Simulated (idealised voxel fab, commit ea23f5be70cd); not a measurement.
The following process module bears the name voxel transistor to metal.
The cross-section on display is named cut; it measures 215 nm wide, and its cells are 5 nm squares.
Cross-section spec: square-cell grid; bands listed top down; each band is one or more rows.
A band entry consists of two parts. The first gives the height of the band's top and the height of its bottom, in nm. The rest lists the band's materials from left to right, each with its width in nm. A single material labelled with the word "throughout" fills the band from edge to edge, and the word "blank" marks empty space.
Note: height 0 marks the level under which the wafer is uniformly one material as received. Lowest band unbounded below, written "0 nm and below".
So if you see something like "30..40" for the width, read it as the top row of the band sitting at the first number and the bottom row at the second, with every row in between moving by the same amount as the last.
A step reported as "left unchanged" is a step in which no cell of the cross-section changed.
This entry, "Completely enclosed voids", enumerates those empty regions of no fewer than 8 cells that possess no open connection to the top. Each region is reported in the form width x height at distance, the distance being taken from the left edge, with all three quantities expressed in nm.
The remark found on a step's line after its settings is issued by the simulator itself and pertains to that step.
For masked steps, "overlay nm" on the step line gives how far right of plan the mask actually lay; a minus sign means it lay to the left.
Below you will find pairs of cross-sections. In each, one shows the wafer before one process step and the other after it, with the after view ending at the lowest band that changed. Under each pair is the step separating them, along with its settings. Do not assume the pairs form a chain: they can come from different runs of this module on the same starting wafer, and a pair continues from the pair above it only when its "Structure before processing" entry says so.
[Structure before processing]
  30 nm to 25 nm: Ru throughout
  25 nm to 20 nm: 60 TiN / 10 Ru / 75 TiN / 10 Ru / 60 TiN
  20 nm to 10 nm: 55 SiO2 / 5 TiN / 10 Ru / 5 TiN / 65 SiO2 / 5 TiN / 10 Ru / 5 TiN / 55 SiO2
  10 nm to 0 nm: 55 SiO2 / 5 TiN / 10 Ru / 5 TiN / 10 SiN / 5 TiN / 35 W / 5 TiN / 10 SiN / 5 TiN / 10 Ru / 5 TiN / 55 SiO2
  0 nm to -5 nm: 55 SiO2 / 5 TiN / 5 Ru / 10 TiN / 10 SiN / 5 TiN / 35 W / 5 TiN / 10 SiN / 10 TiN / 5 Ru / 5 TiN / 55 SiO2
  -5 nm to -10 nm: 55 SiO2 / 15 TiN / 5 pSi / 10 SiO2 / 45 TiN / 10 SiO2 / 5 pSi / 15 TiN / 55 SiO2
  -10 nm to -15 nm: 45 SiO2 / 30 pSi / 65 Si / 30 pSi / 45 SiO2
  -15 nm to -25 nm: 45 SiO2 / 125 Si / 45 SiO2
  -25 nm and below: Si throughout
  Completely enclosed voids: none
[Resulting Structure]
  20 nm to 10 nm: 55 SiO2 / 5 TiN / 10 Ru / 5 TiN / 65 SiO2 / 5 TiN / 10 Ru / 5 TiN / 55 SiO2
  For the remainder of the cross-section, below 10, there is no change.
  Completely enclosed voids: none
What sits between those two cross-sections? op CMP | height nm 20
Structure before processing: look at the pair above, its after cross-section is where this step starts.
[Resulting Structure]
  25 nm to 20 nm: TiN throughout
  For the remainder of the cross-section, below 20, there is no change.
  Completely enclosed voids: none
What sits between those two cross-sections? op DIRECTIONAL_DEP | material TiN | thk nm 5
Structure before processing: look at the pair above, its after cross-section is where this step starts.
[Resulting Structure]
  40 nm to 25 nm: W throughout
  For the remainder of the cross-section, below 25, there is no change.
  Completely enclosed voids: none
What sits between those two cross-sections? op DIRECTIONAL_DEP | material W | thk nm 15
Structure before processing: look at the pair above, its after cross-section is where this step starts.
[Resulting Structure]
  55 nm to 40 nm: aC throughout
  For the remainder of the cross-section, below 40, there is no change.
  Completely enclosed voids: none
What sits between those two cross-sections? op DIRECTIONAL_DEP | material aC | thk nm 15
Structure before processing: look at the pair above, its after cross-section is where this step starts.
[Resulting Structure]
  90 nm to 55 nm: 55 blank / 20 resist / 65 blank / 20 resist / 55 blank
  For the remainder of the cross-section, below 55, there is no change.
  Completely enclosed voids: none
What sits between those two cross-sections? op PATTERN | tone cover | mask id METAL_1 | material resist | width nm 20 | pitch nm 85 | thk nm 35 | overlay nm 0
Structure before processing: look at the pair above, its after cross-section is where this step starts.
[Resulting Structure]
  75 nm to 55 nm: 55 blank / 20 resist / 65 blank / 20 resist / 55 blank
  55 nm to 40 nm: 55 blank / 20 aC / 65 blank / 20 aC / 55 blank
  For the remainder of the cross-section, below 40, there is no change.
  Completely enclosed voids: none
What sits between those two cross-sections? op DIRECTIONAL_ETCH | etch materials aC | depth nm 15
Structure before processing: look at the pair above, its after cross-section is where this step starts.
[Resulting Structure]
  55 nm to 40 nm: 55 blank / 20 aC / 65 blank / 20 aC / 55 blank
  For the remainder of the cross-section, below 40, there is no change.
  Completely enclosed voids: none
What sits between those two cross-sections? op STRIP | etch materials resist
Structure before processing: look at the pair above, its after cross-section is where this step starts.
[Resulting Structure]
  55 nm to 40 nm: 55 blank / 20 aC / 65 blank / 20 aC / 55 blank
  40 nm to 25 nm: 55 blank / 20 W / 65 blank / 20 W / 55 blank
  For the remainder of the cross-section, below 25, there is no change.
  Completely enclosed voids: none
What sits between those two cross-sections? op DIRECTIONAL_ETCH | etch materials W | depth nm 15
Structure before processing: look at the pair above, its after cross-section is where this step starts.
[Resulting Structure]
  55 nm to 40 nm: 55 blank / 20 aC / 65 blank / 20 aC / 55 blank
  40 nm to 25 nm: 55 blank / 20 W / 65 blank / 20 W / 55 blank
  25 nm to 20 nm: 55 blank / 20 TiN / 65 blank / 20 TiN / 55 blank
  For the remainder of the cross-section, below 20, there is no change.
  Completely enclosed voids: none
What sits between those two cross-sections? op DIRECTIONAL_ETCH | etch materials TiN | depth nm 5
Structure before processing: look at the pair above, its after cross-section is where this step starts.
[Resulting Structure]
  40 nm to 25 nm: 55 blank / 20 W / 65 blank / 20 W / 55 blank
  For the remainder of the cross-section, below 25, there is no change.
  Completely enclosed voids: none
What sits between those two cross-sections? op STRIP | etch materials aC
Structure before processing: look at the pair above, its after cross-section is where this step starts.
[Resulting Structure]
  50 nm to 40 nm: lowk throughout
  40 nm to 25 nm: 55 lowk / 20 W / 65 lowk / 20 W / 55 lowk
  25 nm to 20 nm: 55 lowk / 20 TiN / 65 lowk / 20 TiN / 55 lowk
  For the remainder of the cross-section, below 20, there is no change.
  Completely enclosed voids: none
What sits between those two cross-sections? op FILL_DEP | material lowk | thk nm 10
Structure before processing: look at the pair above, its after cross-section is where this step starts.
[Resulting Structure]
  40 nm to 25 nm: 55 lowk / 20 W / 65 lowk / 20 W / 55 lowk
  For the remainder of the cross-section, below 25, there is no change.
  Completely enclosed voids: none
What sits between those two cross-sections? op CMP | height nm 40
Structure before processing: look at the pair above, its after cross-section is where this step starts.
[Resulting Structure]
  45 nm to 40 nm: SiCN throughout
  For the remainder of the cross-section, below 40, there is no change.
  Completely enclosed voids: none
What sits between those two cross-sections? op CONFORMAL_DEP | material SiCN | thk nm 5
[Structure before processing]
  10 nm to 0 nm: 45 blank / 125 SiN / 45 blank
  0 nm to -5 nm: 45 blank / 125 SiO2 / 45 blank
  -5 nm to -25 nm: 45 blank / 125 Si / 45 blank
  -25 nm and below: Si throughout
  Completely enclosed voids: none
[Resulting Structure]
  10 nm to 0 nm: 45 blank / 125 SiN / 45 blank
  0 nm to -5 nm: 45 blank / 125 SiO2 / 45 blank
  -5 nm to -45 nm: 45 blank / 125 Si / 45 blank
  For the remainder of the cross-section, below -45, there is no change.
  Completely enclosed voids: none
What sits between those two cross-sections? op MASKED_ETCH | tone cover | mask id ACTIVE | width nm 125 | etch materials Si | depth nm 20 | overlay nm 0
Structure before processing: look at the pair above, its after cross-section is where this step starts.
[Resulting Structure]
  15 nm to 10 nm: SiO2 throughout
  10 nm to 0 nm: 45 SiO2 / 125 SiN / 45 SiO2
  0 nm to -5 nm: SiO2 throughout
  -5 nm to -45 nm: 45 SiO2 / 125 Si / 45 SiO2
  For the remainder of the cross-section, below -45, there is no change.
  Completely enclosed voids: none
What sits between those two cross-sections? op FILL_DEP | material SiO2 | thk nm 5
Structure before processing: look at the pair above, its after cross-section is where this step starts.
[Resulting Structure]
  10 nm to 0 nm: 45 SiO2 / 125 SiN / 45 SiO2
  For the remainder of the cross-section, below 0, there is no change.
  Completely enclosed voids: none
What sits between those two cross-sections? op CMP | height nm 10
Structure before processing: look at the pair above, its after cross-section is where this step starts.
[Resulting Structure]
  10 nm to 0 nm: 45 blank / 125 SiN / 45 blank
  For the remainder of the cross-section, below 0, there is no change.
  Completely enclosed voids: none
What sits between those two cross-sections? op SELECTIVE_ETCH | etch materials SiO2 | depth nm 10
Structure before processing: look at the pair above, its after cross-section is where this step starts.
[Resulting Structure]
  0 nm to -5 nm: SiO2 throughout
  For the remainder of the cross-section, below -5, there is no change.
  Completely enclosed voids: none
What sits between those two cross-sections? op STRIP | etch materials SiN
Structure before processing: look at the pair above, its after cross-section is where this step starts.
[Resulting Structure]
  -5 nm to -45 nm: 45 SiO2 / 125 Si / 45 SiO2
  For the remainder of the cross-section, below -45, there is no change.
  Completely enclosed voids: none
What sits between those two cross-sections? op SELECTIVE_ETCH | etch materials SiO2 | depth nm 5
Structure before processing: look at the pair above, its after cross-section is where this step starts.
[Resulting Structure]
  -5 nm to -10 nm: SiO2 throughout
  For the remainder of the cross-section, below -10, there is no change.
  Completely enclosed voids: none
What sits between those two cross-sections? op OXIDIZE | depth nm 5
Structure before processing: look at the pair above, its after cross-section is where this step starts.
[Resulting Structure]
  15 nm to -5 nm: polySi throughout
  For the remainder of the cross-section, below -5, there is no change.
  Completely enclosed voids: none
What sits between those two cross-sections? op DIRECTIONAL_DEP | material polySi | thk nm 20
Structure before processing: look at the pair above, its after cross-section is where this step starts.
[Resulting Structure]
  30 nm to 15 nm: SiCN throughout
  For the remainder of the cross-section, below 15, there is no change.
  Completely enclosed voids: none
What sits between those two cross-sections? op DIRECTIONAL_DEP | material SiCN | thk nm 15
Structure before processing: look at the pair above, its after cross-section is where this step starts.
[Resulting Structure]
  45 nm to 30 nm: aC throughout
  For the remainder of the cross-section, below 30, there is no change.
  Completely enclosed voids: none
What sits between those two cross-sections? op DIRECTIONAL_DEP | material aC | thk nm 15
Structure before processing: look at the pair above, its after cross-section is where this step starts.
[Resulting Structure]
  80 nm to 45 nm: 90 blank / 35 resist / 90 blank
  For the remainder of the cross-section, below 45, there is no change.
  Completely enclosed voids: none
What sits between those two cross-sections? op PATTERN | tone cover | mask id GATE | material resist | width nm 35 | thk nm 35 | overlay nm 0
Structure before processing: look at the pair above, its after cross-section is where this step starts.
[Resulting Structure]
  65 nm to 45 nm: 90 blank / 35 resist / 90 blank
  45 nm to 30 nm: 90 blank / 35 aC / 90 blank
  For the remainder of the cross-section, below 30, there is no change.
  Completely enclosed voids: none
What sits between those two cross-sections? op DIRECTIONAL_ETCH | etch materials aC | depth nm 15
Structure before processing: look at the pair above, its after cross-section is where this step starts.
[Resulting Structure]
  45 nm to 30 nm: 90 blank / 35 aC / 90 blank
  For the remainder of the cross-section, below 30, there is no change.
  Completely enclosed voids: none
What sits between those two cross-sections? op STRIP | etch materials resist
Structure before processing: look at the pair above, its after cross-section is where this step starts.
[Resulting Structure]
  45 nm to 30 nm: 90 blank / 35 aC / 90 blank
  30 nm to 15 nm: 90 blank / 35 SiCN / 90 blank
  For the remainder of the cross-section, below 15, there is no change.
  Completely enclosed voids: none
What sits between those two cross-sections? op DIRECTIONAL_ETCH | etch materials SiCN | depth nm 25
Structure before processing: look at the pair above, its after cross-section is where this step starts.
[Resulting Structure]
  45 nm to 30 nm: 90 blank / 35 aC / 90 blank
  30 nm to 15 nm: 90 blank / 35 SiCN / 90 blank
  15 nm to -5 nm: 90 blank / 35 polySi / 90 blank
  For the remainder of the cross-section, below -5, there is no change.
  Completely enclosed voids: none
What sits between those two cross-sections? op DIRECTIONAL_ETCH | etch materials polySi | depth nm 30
Structure before processing: look at the pair above, its after cross-section is where this step starts.
[Resulting Structure]
  30 nm to 15 nm: 90 blank / 35 SiCN / 90 blank
  For the remainder of the cross-section, below 15, there is no change.
  Completely enclosed voids: none
What sits between those two cross-sections? op STRIP | etch materials aC
Structure before processing: look at the pair above, its after cross-section is where this step starts.
[Resulting Structure]
  35 nm to 30 nm: 85 blank / 45 SiO2 / 85 blank
  30 nm to 15 nm: 85 blank / 5 SiO2 / 35 SiCN / 5 SiO2 / 85 blank
  15 nm to 0 nm: 85 blank / 5 SiO2 / 35 polySi / 5 SiO2 / 85 blank
  0 nm to -5 nm: 90 SiO2 / 35 polySi / 90 SiO2
  For the remainder of the cross-section, below -5, there is no change.
  Completely enclosed voids: none
What sits between those two cross-sections? op CONFORMAL_DEP | material SiO2 | thk nm 5
Structure before processing: look at the pair above, its after cross-section is where this step starts.
[Resulting Structure]
  30 nm to 15 nm: 85 blank / 5 SiO2 / 35 SiCN / 5 SiO2 / 85 blank
  15 nm to -5 nm: 85 blank / 5 SiO2 / 35 polySi / 5 SiO2 / 85 blank
  For the remainder of the cross-section, below -5, there is no change.
  Completely enclosed voids: none
What sits between those two cross-sections? op DIRECTIONAL_ETCH | etch materials SiO2 | depth nm 5
Structure before processing: look at the pair above, its after cross-section is where this step starts.
[Resulting Structure]
  40 nm to 30 nm: 75 blank / 65 SiN / 75 blank
  30 nm to 15 nm: 75 blank / 10 SiN / 5 SiO2 / 35 SiCN / 5 SiO2 / 10 SiN / 75 blank
  15 nm to 5 nm: 75 blank / 10 SiN / 5 SiO2 / 35 polySi / 5 SiO2 / 10 SiN / 75 blank
  5 nm to -5 nm: 85 SiN / 5 SiO2 / 35 polySi / 5 SiO2 / 85 SiN
  For the remainder of the cross-section, below -5, there is no change.
  Completely enclosed voids: none
What sits between those two cross-sections? op CONFORMAL_DEP | material SiN | thk nm 10
Structure before processing: look at the pair above, its after cross-section is where this step starts.
[Resulting Structure]
  30 nm to 15 nm: 75 blank / 10 SiN / 5 SiO2 / 35 SiCN / 5 SiO2 / 10 SiN / 75 blank
  15 nm to -5 nm: 75 blank / 10 SiN / 5 SiO2 / 35 polySi / 5 SiO2 / 10 SiN / 75 blank
  For the remainder of the cross-section, below -5, there is no change.
  Completely enclosed voids: none
What sits between those two cross-sections? op DIRECTIONAL_ETCH | etch materials SiN | depth nm 10
Structure before processing: look at the pair above, its after cross-section is where this step starts.
[Resulting Structure]
  30 nm to 25 nm: 75 blank / 10 SiN / 5 blank / 35 SiCN / 5 blank / 10 SiN / 75 blank
  25 nm to 15 nm: 75 blank / 10 SiN / 5 SiO2 / 35 SiCN / 5 SiO2 / 10 SiN / 75 blank
  15 nm to -5 nm: 75 blank / 10 SiN / 5 SiO2 / 35 polySi / 5 SiO2 / 10 SiN / 75 blank
  -5 nm to -10 nm: 75 blank / 65 SiO2 / 75 blank
  For the remainder of the cross-section, below -10, there is no change.
  Completely enclosed voids: none
What sits between those two cross-sections? op DIRECTIONAL_ETCH | etch materials SiO2 | depth nm 5
Structure before processing: look at the pair above, its after cross-section is where this step starts.
[Resulting Structure]
  30 nm to 25 nm: 75 blank / 10 SiN / 5 blank / 35 SiCN / 5 blank / 10 SiN / 75 blank
  25 nm to 15 nm: 75 blank / 10 SiN / 5 SiO2 / 35 SiCN / 5 SiO2 / 10 SiN / 75 blank
  15 nm to -5 nm: 75 blank / 10 SiN / 5 SiO2 / 35 polySi / 5 SiO2 / 10 SiN / 75 blank
  -5 nm to -10 nm: 75 blank / 65 SiO2 / 75 blank
  -10 nm to -15 nm: 45 SiO2 / 30 blank / 65 Si / 30 blank / 45 SiO2
  For the remainder of the cross-section, below -15, there is no change.
  Completely enclosed voids: none
What sits between those two cross-sections? op DIRECTIONAL_ETCH | etch materials Si | depth nm 5
Structure before processing: look at the pair above, its after cross-section is where this step starts.
[Resulting Structure]
  30 nm to 25 nm: 75 blank / 10 SiN / 5 blank / 35 SiCN / 5 blank / 10 SiN / 75 blank
  25 nm to 15 nm: 75 blank / 10 SiN / 5 SiO2 / 35 SiCN / 5 SiO2 / 10 SiN / 75 blank
  15 nm to -5 nm: 75 blank / 10 SiN / 5 SiO2 / 35 polySi / 5 SiO2 / 10 SiN / 75 blank
  -5 nm to -10 nm: 70 blank / 5 pSi / 65 SiO2 / 5 pSi / 70 blank
  -10 nm to -15 nm: 45 SiO2 / 30 pSi / 65 Si / 30 pSi / 45 SiO2
  For the remainder of the cross-section, below -15, there is no change.
  Completely enclosed voids: none
What sits between those two cross-sections? op EPI | material pSi | thk nm 5
Structure before processing: look at the pair above, its after cross-section is where this step starts.
[Resulting Structure]
  40 nm to 30 nm: SiO2 throughout
  30 nm to 15 nm: 75 SiO2 / 10 SiN / 5 SiO2 / 35 SiCN / 5 SiO2 / 10 SiN / 75 SiO2
  15 nm to -5 nm: 75 SiO2 / 10 SiN / 5 SiO2 / 35 polySi / 5 SiO2 / 10 SiN / 75 SiO2
  -5 nm to -10 nm: 70 SiO2 / 5 pSi / 65 SiO2 / 5 pSi / 70 SiO2
  For the remainder of the cross-section, below -10, there is no change.
  Completely enclosed voids: none
What sits between those two cross-sections? op FILL_DEP | material SiO2 | thk nm 10
Structure before processing: look at the pair above, its after cross-section is where this step starts.
[Resulting Structure]
  15 nm to -5 nm: 75 SiO2 / 10 SiN / 5 SiO2 / 35 polySi / 5 SiO2 / 10 SiN / 75 SiO2
  For the remainder of the cross-section, below -5, there is no change.
  Completely enclosed voids: none
What sits between those two cross-sections? op CMP | height nm 15
Structure before processing: look at the pair above, its after cross-section is where this step starts.
[Resulting Structure]
  15 nm to -5 nm: 75 SiO2 / 10 SiN / 5 SiO2 / 35 blank / 5 SiO2 / 10 SiN / 75 SiO2
  For the remainder of the cross-section, below -5, there is no change.
  Completely enclosed voids: none
What sits between those two cross-sections? op STRIP | etch materials polySi
Structure before processing: look at the pair above, its after cross-section is where this step starts.
[Resulting Structure]
  15 nm to 10 nm: 75 blank / 10 SiN / 45 blank / 10 SiN / 75 blank
  10 nm to -5 nm: 75 SiO2 / 10 SiN / 45 blank / 10 SiN / 75 SiO2
  -5 nm to -10 nm: 70 SiO2 / 5 pSi / 10 SiO2 / 45 blank / 10 SiO2 / 5 pSi / 70 SiO2
  For the remainder of the cross-section, below -10, there is no change.
  Completely enclosed voids: none
What sits between those two cross-sections? op SELECTIVE_ETCH | etch materials SiO2 | depth nm 5
Structure before processing: look at the pair above, its after cross-section is where this step starts.
[Resulting Structure]
  20 nm to 15 nm: 70 blank / 20 HfO2 / 35 blank / 20 HfO2 / 70 blank
  15 nm to 10 nm: 75 HfO2 / 10 SiN / 5 HfO2 / 35 blank / 5 HfO2 / 10 SiN / 75 HfO2
  10 nm to -5 nm: 75 SiO2 / 10 SiN / 5 HfO2 / 35 blank / 5 HfO2 / 10 SiN / 75 SiO2
  -5 nm to -10 nm: 70 SiO2 / 5 pSi / 10 SiO2 / 45 HfO2 / 10 SiO2 / 5 pSi / 70 SiO2
  For the remainder of the cross-section, below -10, there is no change.
  Completely enclosed voids: none
What sits between those two cross-sections? op CONFORMAL_DEP | material HfO2 | thk nm 5
Structure before processing: look at the pair above, its after cross-section is where this step starts.
[Resulting Structure]
  25 nm to 20 nm: 65 blank / 30 TiN / 25 blank / 30 TiN / 65 blank
  20 nm to 15 nm: 70 TiN / 20 HfO2 / 5 TiN / 25 blank / 5 TiN / 20 HfO2 / 70 TiN
  15 nm to 10 nm: 75 HfO2 / 10 SiN / 5 HfO2 / 5 TiN / 25 blank / 5 TiN / 5 HfO2 / 10 SiN / 75 HfO2
  10 nm to 0 nm: 75 SiO2 / 10 SiN / 5 HfO2 / 5 TiN / 25 blank / 5 TiN / 5 HfO2 / 10 SiN / 75 SiO2
  0 nm to -5 nm: 75 SiO2 / 10 SiN / 5 HfO2 / 35 TiN / 5 HfO2 / 10 SiN / 75 SiO2
  For the remainder of the cross-section, below -5, there is no change.
  Completely enclosed voids: none
What sits between those two cross-sections? op CONFORMAL_DEP | material TiN | thk nm 5
Structure before processing: look at the pair above, its after cross-section is where this step starts.
[Resulting Structure]
  35 nm to 25 nm: W throughout
  25 nm to 20 nm: 65 W / 30 TiN / 25 W / 30 TiN / 65 W
  20 nm to 15 nm: 70 TiN / 20 HfO2 / 5 TiN / 25 W / 5 TiN / 20 HfO2 / 70 TiN
  15 nm to 10 nm: 75 HfO2 / 10 SiN / 5 HfO2 / 5 TiN / 25 W / 5 TiN / 5 HfO2 / 10 SiN / 75 HfO2
  10 nm to 0 nm: 75 SiO2 / 10 SiN / 5 HfO2 / 5 TiN / 25 W / 5 TiN / 5 HfO2 / 10 SiN / 75 SiO2
  For the remainder of the cross-section, below 0, there is no change.
  Completely enclosed voids: none
What sits between those two cross-sections? op FILL_DEP | material W | thk nm 10
Structure before processing: look at the pair above, its after cross-section is where this step starts.
[Resulting Structure]
  10 nm to 0 nm: 75 SiO2 / 10 SiN / 5 HfO2 / 5 TiN / 25 W / 5 TiN / 5 HfO2 / 10 SiN / 75 SiO2
  For the remainder of the cross-section, below 0, there is no change.
  Completely enclosed voids: none
What sits between those two cross-sections? op CMP | height nm 10
Structure before processing: look at the pair above, its after cross-section is where this step starts.
[Resulting Structure]
  20 nm to 10 nm: SiO2 throughout
  For the remainder of the cross-section, below 10, there is no change.
  Completely enclosed voids: none
What sits between those two cross-sections? op DIRECTIONAL_DEP | material SiO2 | thk nm 10
Structure before processing: look at the pair above, its after cross-section is where this step starts.
[Resulting Structure]
  35 nm to 20 nm: 55 resist / 20 blank / 65 resist / 20 blank / 55 resist
  For the remainder of the cross-section, below 20, there is no change.
  Completely enclosed voids: none
What sits between those two cross-sections? op PATTERN | tone open | mask id CONTACT | material resist | width nm 20 | pitch nm 85 | thk nm 15 | overlay nm 0
Structure before processing: look at the pair above, its after cross-section is where this step starts.
[Resulting Structure]
  35 nm to 20 nm: 55 resist / 20 blank / 65 resist / 20 blank / 55 resist
  20 nm to 10 nm: 55 SiO2 / 20 blank / 65 SiO2 / 20 blank / 55 SiO2
  10 nm to 0 nm: 55 SiO2 / 20 blank / 10 SiN / 5 HfO2 / 5 TiN / 25 W / 5 TiN / 5 HfO2 / 10 SiN / 20 blank / 55 SiO2
  0 nm to -5 nm: 55 SiO2 / 20 blank / 10 SiN / 5 HfO2 / 35 TiN / 5 HfO2 / 10 SiN / 20 blank / 55 SiO2
  -5 nm to -10 nm: 55 SiO2 / 15 blank / 5 pSi / 10 SiO2 / 45 HfO2 / 10 SiO2 / 5 pSi / 15 blank / 55 SiO2
  For the remainder of the cross-section, below -10, there is no change.
  Completely enclosed voids: none
What sits between those two cross-sections? op DIRECTIONAL_ETCH | etch materials SiO2 | depth nm 30
Structure before processing: look at the pair above, its after cross-section is where this step starts.
[Resulting Structure]
  20 nm to 10 nm: 55 SiO2 / 20 blank / 65 SiO2 / 20 blank / 55 SiO2
  For the remainder of the cross-section, below 10, there is no change.
  Completely enclosed voids: none
What sits between those two cross-sections? op STRIP | etch materials resist
Structure before processing: look at the pair above, its after cross-section is where this step starts.
[Resulting Structure]
  25 nm to 20 nm: 60 TiN / 10 blank / 75 TiN / 10 blank / 60 TiN
  20 nm to 10 nm: 55 SiO2 / 5 TiN / 10 blank / 5 TiN / 65 SiO2 / 5 TiN / 10 blank / 5 TiN / 55 SiO2
  10 nm to 0 nm: 55 SiO2 / 5 TiN / 10 blank / 5 TiN / 10 SiN / 5 HfO2 / 5 TiN / 25 W / 5 TiN / 5 HfO2 / 10 SiN / 5 TiN / 10 blank / 5 TiN / 55 SiO2
  0 nm to -5 nm: 55 SiO2 / 5 TiN / 5 blank / 10 TiN / 10 SiN / 5 HfO2 / 35 TiN / 5 HfO2 / 10 SiN / 10 TiN / 5 blank / 5 TiN / 55 SiO2
  -5 nm to -10 nm: 55 SiO2 / 15 TiN / 5 pSi / 10 SiO2 / 45 HfO2 / 10 SiO2 / 5 pSi / 15 TiN / 55 SiO2
  For the remainder of the cross-section, below -10, there is no change.
  Completely enclosed voids: none
What sits between those two cross-sections? op CONFORMAL_DEP | material TiN | thk nm 5
Structure before processing: look at the pair above, its after cross-section is where this step starts.
[Resulting Structure]
  30 nm to 25 nm: Ru throughout
  25 nm to 20 nm: 60 TiN / 10 Ru / 75 TiN / 10 Ru / 60 TiN
  20 nm to 10 nm: 55 SiO2 / 5 TiN / 10 Ru / 5 TiN / 65 SiO2 / 5 TiN / 10 Ru / 5 TiN / 55 SiO2
  10 nm to 0 nm: 55 SiO2 / 5 TiN / 10 Ru / 5 TiN / 10 SiN / 5 HfO2 / 5 TiN / 25 W / 5 TiN / 5 HfO2 / 10 SiN / 5 TiN / 10 Ru / 5 TiN / 55 SiO2
  0 nm to -5 nm: 55 SiO2 / 5 TiN / 5 Ru / 10 TiN / 10 SiN / 5 HfO2 / 35 TiN / 5 HfO2 / 10 SiN / 10 TiN / 5 Ru / 5 TiN / 55 SiO2
  For the remainder of the cross-section, below -5, there is no change.
  Completely enclosed voids: none
What sits between those two cross-sections? op FILL_DEP | material Ru | thk nm 5
Structure before processing: look at the pair above, its after cross-section is where this step starts.
[Resulting Structure]
  20 nm to 10 nm: 55 SiO2 / 5 TiN / 10 Ru / 5 TiN / 65 SiO2 / 5 TiN / 10 Ru / 5 TiN / 55 SiO2
  For the remainder of the cross-section, below 10, there is no change.
  Completely enclosed voids: none
What sits between those two cross-sections? op CMP | height nm 20
Structure before processing: look at the pair above, its after cross-section is where this step starts.
[Resulting Structure]
  25 nm to 20 nm: TiN throughout
  For the remainder of the cross-section, below 20, there is no change.
  Completely enclosed voids: none
What sits between those two cross-sections? op DIRECTIONAL_DEP | material TiN | thk nm 5
Structure before processing: look at the pair above, its after cross-section is where this step starts.
[Resulting Structure]
  40 nm to 25 nm: W throughout
  For the remainder of the cross-section, below 25, there is no change.
  Completely enclosed voids: none
What sits between those two cross-sections? op DIRECTIONAL_DEP | material W | thk nm 15
Structure before processing: look at the pair above, its after cross-section is where this step starts.
[Resulting Structure]
  55 nm to 40 nm: aC throughout
  For the remainder of the cross-section, below 40, there is no change.
  Completely enclosed voids: none
What sits between those two cross-sections? op DIRECTIONAL_DEP | material aC | thk nm 15
Structure before processing: look at the pair above, its after cross-section is where this step starts.
[Resulting Structure]
  90 nm to 55 nm: 55 blank / 20 resist / 65 blank / 20 resist / 55 blank
  For the remainder of the cross-section, below 55, there is no change.
  Completely enclosed voids: none
What sits between those two cross-sections? op PATTERN | tone cover | mask id METAL_1 | material resist | width nm 20 | pitch nm 85 | thk nm 35 | overlay nm 0
Structure before processing: look at the pair above, its after cross-section is where this step starts.
[Resulting Structure]
  75 nm to 55 nm: 55 blank / 20 resist / 65 blank / 20 resist / 55 blank
  55 nm to 40 nm: 55 blank / 20 aC / 65 blank / 20 aC / 55 blank
  For the remainder of the cross-section, below 40, there is no change.
  Completely enclosed voids: none
What sits between those two cross-sections? op DIRECTIONAL_ETCH | etch materials aC | depth nm 15
Structure before processing: look at the pair above, its after cross-section is where this step starts.
[Resulting Structure]
  55 nm to 40 nm: 55 blank / 20 aC / 65 blank / 20 aC / 55 blank
  For the remainder of the cross-section, below 40, there is no change.
  Completely enclosed voids: none
What sits between those two cross-sections? op STRIP | etch materials resist
Structure before processing: look at the pair above, its after cross-section is where this step starts.
[Resulting Structure]
  55 nm to 40 nm: 55 blank / 20 aC / 65 blank / 20 aC / 55 blank
  40 nm to 25 nm: 55 blank / 20 W / 65 blank / 20 W / 55 blank
  For the remainder of the cross-section, below 25, there is no change.
  Completely enclosed voids: none
What sits between those two cross-sections? op DIRECTIONAL_ETCH | etch materials W | depth nm 15
Structure before processing: look at the pair above, its after cross-section is where this step starts.
[Resulting Structure]
  55 nm to 40 nm: 55 blank / 20 aC / 65 blank / 20 aC / 55 blank
  40 nm to 25 nm: 55 blank / 20 W / 65 blank / 20 W / 55 blank
  25 nm to 20 nm: 55 blank / 20 TiN / 65 blank / 20 TiN / 55 blank
  For the remainder of the cross-section, below 20, there is no change.
  Completely enclosed voids: none
What sits between those two cross-sections? op DIRECTIONAL_ETCH | etch materials TiN | depth nm 5
Structure before processing: look at the pair above, its after cross-section is where this step starts.
[Resulting Structure]
  40 nm to 25 nm: 55 blank / 20 W / 65 blank / 20 W / 55 blank
  For the remainder of the cross-section, below 25, there is no change.
  Completely enclosed voids: none
What sits between those two cross-sections? op STRIP | etch materials aC
Structure before processing: look at the pair above, its after cross-section is where this step starts.
[Resulting Structure]
  50 nm to 40 nm: lowk throughout
  40 nm to 25 nm: 55 lowk / 20 W / 65 lowk / 20 W / 55 lowk
  25 nm to 20 nm: 55 lowk / 20 TiN / 65 lowk / 20 TiN / 55 lowk
  For the remainder of the cross-section, below 20, there is no change.
  Completely enclosed voids: none
What sits between those two cross-sections? op FILL_DEP | material lowk | thk nm 10
Structure before processing: look at the pair above, its after cross-section is where this step starts.
[Resulting Structure]
  40 nm to 25 nm: 55 lowk / 20 W / 65 lowk / 20 W / 55 lowk
  For the remainder of the cross-section, below 25, there is no change.
  Completely enclosed voids: none
What sits between those two cross-sections? op CMP | height nm 40
Structure before processing: look at the pair above, its after cross-section is where this step starts.
[Resulting Structure]
  45 nm to 40 nm: SiCN throughout
  For the remainder of the cross-section, below 40, there is no change.
  Completely enclosed voids: none
What sits between those two cross-sections? op CONFORMAL_DEP | material SiCN | thk nm 5
[Structure before processing]
  20 nm to 10 nm: 55 SiO2 / 5 TiN / 10 Ru / 5 TiN / 65 SiO2 / 5 TiN / 10 Ru / 5 TiN / 55 SiO2
  10 nm to 0 nm: 55 SiO2 / 5 TiN / 10 Ru / 5 TiN / 10 SiN / 5 HfO2 / 5 TiN / 25 W / 5 TiN / 5 HfO2 / 10 SiN / 5 TiN / 10 Ru / 5 TiN / 55 SiO2
  0 nm to -5 nm: 55 SiO2 / 5 TiN / 5 Ru / 10 TiN / 10 SiN / 5 HfO2 / 35 TiN / 5 HfO2 / 10 SiN / 10 TiN / 5 Ru / 5 TiN / 55 SiO2
  -5 nm to -10 nm: 55 SiO2 / 15 TiN / 5 pSi / 10 SiO2 / 45 HfO2 / 10 SiO2 / 5 pSi / 15 TiN / 55 SiO2
  -10 nm to -15 nm: 45 SiO2 / 30 pSi / 65 Si / 30 pSi / 45 SiO2
  -15 nm to -25 nm: 45 SiO2 / 125 Si / 45 SiO2
  -25 nm and below: Si throughout
  Completely enclosed voids: none
[Resulting Structure]
  35 nm to 20 nm: W throughout
  For the remainder of the cross-section, below 20, there is no change.
  Completely enclosed voids: none
What sits between those two cross-sections? op DIRECTIONAL_DEP | material W | thk nm 15
